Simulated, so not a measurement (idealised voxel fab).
Process module name: voxel self aligned vias
Each square cell in cross-section cut measures 5 nm, and the section as a whole is 190 nm wide.
Throughout this document, each cross-section is represented as a grid of square cells and is presented as a sequence of bands enumerated from the top downward, where a band comprises one or more rows of cells.
What a band's entry tells you: where the top is and where the bottom is, as heights in nm, and after that what lies inside, material by material from left to right, each with its width in nm. Empty space is written as the word "blank", and a single material marked with the word "throughout" occupies the band from edge to edge.
Counting heights begins at 0, where everything beneath is, in the wafer as received, one material. The lowest band has no bottom; it goes on downwards, as "0..down" shows.
Width spec "30..40" -> top row of cells at first value, bottom row at second value, equal per-row change in between.
Reading "nothing was modified" for a step: not a cell of the cross-section changed in it.
The entry titled "Cavities, closed" provides the empty spaces that have no open way to the top, restricted to those of 8 cells or more. Each is presented as width x height at distance, the distance being measured from the left edge, with all three in nm.
Step line, after settings: the simulator's comment on this step.
overlay nm: where the mask lay relative to plan, measured to the right, on steps with a mask; negatives go left.

# The steps planned for the process are as follows
1: RECEIVE | material Si
2: CONFORMAL_DEP | material SiO2 | thk nm 15
3: CONFORMAL_DEP | material SiCN | thk nm 5
4: DIRECTIONAL_DEP | material lowk | thk nm 25
5: PATTERN | tone open | mask id LINES | material resist | width nm 30 | pitch nm 55 | thk nm 15 | overlay nm 0
6: DIRECTIONAL_ETCH | etch materials lowk | depth nm 25
7: STRIP | etch materials resist
8: CONFORMAL_DEP | material TiN | thk nm 5
9: FILL_DEP | material W | thk nm 10
10: CMP | height nm 45
11: SELECTIVE_ETCH | etch materials W Ru TiN | depth nm 5
12: FILL_DEP | material SiN | thk nm 10
13: CMP | height nm 45
14: DIRECTIONAL_DEP | material lowk | thk nm 15
15: MASKED_ETCH | tone open | mask id VIAS | width nm 40 | pitch nm 55 | etch materials lowk | depth nm 15 | overlay nm 0
16: MASKED_ETCH | tone open | mask id VIAS | width nm 40 | pitch nm 55 | etch materials SiN | depth nm 5 | overlay nm -15
17: CONFORMAL_DEP | material TiN | thk nm 5
18: FILL_DEP | material Ru | thk nm 5
19: CMP | height nm 60
20: CONFORMAL_DEP | material SiCN | thk nm 5
Where the wafers of this document differ is in the overlay nm of step 16; they start out the same, and the plan states the value that applied to the first wafer.

# first wafer as received, after step 1
  0..down  Si throughout
  Cavities, closed: none

# Cross-section of the first of several wafers, taken after step 20, where the module ends
  65..60  SiCN throughout
  60..50  45 of lowk  5 of TiN  30 of Ru  5 of TiN  15 of lowk  5 of TiN  30 of Ru  5 of TiN  50 of lowk
  50..45  45 of lowk  10 of TiN  10 of Ru  20 of TiN  15 of lowk  10 of TiN  10 of Ru  20 of TiN  50 of lowk
  45..40  50 of lowk  20 of TiN  10 of SiN  25 of lowk  20 of TiN  10 of SiN  55 of lowk
  40..25  50 of lowk  5 of TiN  20 of W  5 of TiN  25 of lowk  5 of TiN  20 of W  5 of TiN  55 of lowk
  25..20  50 of lowk  30 of TiN  25 of lowk  30 of TiN  55 of lowk
  20..15  SiCN throughout
  15..0  SiO2 throughout
  0..down  Si throughout
  Cavities, closed: none

# Cross-section of the final wafer among several, taken at the end of the module
  65..60  SiCN throughout
  60..50  45 of lowk  5 of TiN  30 of Ru  5 of TiN  15 of lowk  5 of TiN  30 of Ru  5 of TiN  50 of lowk
  50..45  45 of lowk  20 of TiN  10 of Ru  10 of TiN  15 of lowk  20 of TiN  10 of Ru  10 of TiN  50 of lowk
  45..40  50 of lowk  10 of SiN  20 of TiN  25 of lowk  10 of SiN  20 of TiN  55 of lowk
  40..25  50 of lowk  5 of TiN  20 of W  5 of TiN  25 of lowk  5 of TiN  20 of W  5 of TiN  55 of lowk
  25..20  50 of lowk  30 of TiN  25 of lowk  30 of TiN  55 of lowk
  20..15  SiCN throughout
  15..0  SiO2 throughout
  0..down  Si throughout
  Cavities, closed: none

# Table: wafers, a row each; end-of-module cell change per material since receipt, gain (+), loss (-); then closed voids
overlay nm -15 | +28 Ru | +76 SiCN | +4 SiN | +114 SiO2 | +52 TiN | +24 W | +196 lowk | Cavities, closed: none
overlay nm -10 | +30 Ru | +76 SiCN | +2 SiN | +114 SiO2 | +52 TiN | +24 W | +196 lowk | Cavities, closed: none
overlay nm -5 | +32 Ru | +76 SiCN | +114 SiO2 | +52 TiN | +24 W | +196 lowk | Cavities, closed: none
overlay nm 0 | +32 Ru | +76 SiCN | +114 SiO2 | +52 TiN | +24 W | +196 lowk | Cavities, closed: none
overlay nm 5 | +32 Ru | +76 SiCN | +114 SiO2 | +52 TiN | +24 W | +196 lowk | Cavities, closed: none
overlay nm 10 | +30 Ru | +76 SiCN | +2 SiN | +114 SiO2 | +52 TiN | +24 W | +196 lowk | Cavities, closed: none
overlay nm 15 | +28 Ru | +76 SiCN | +4 SiN | +114 SiO2 | +52 TiN | +24 W | +196 lowk | Cavities, closed: none
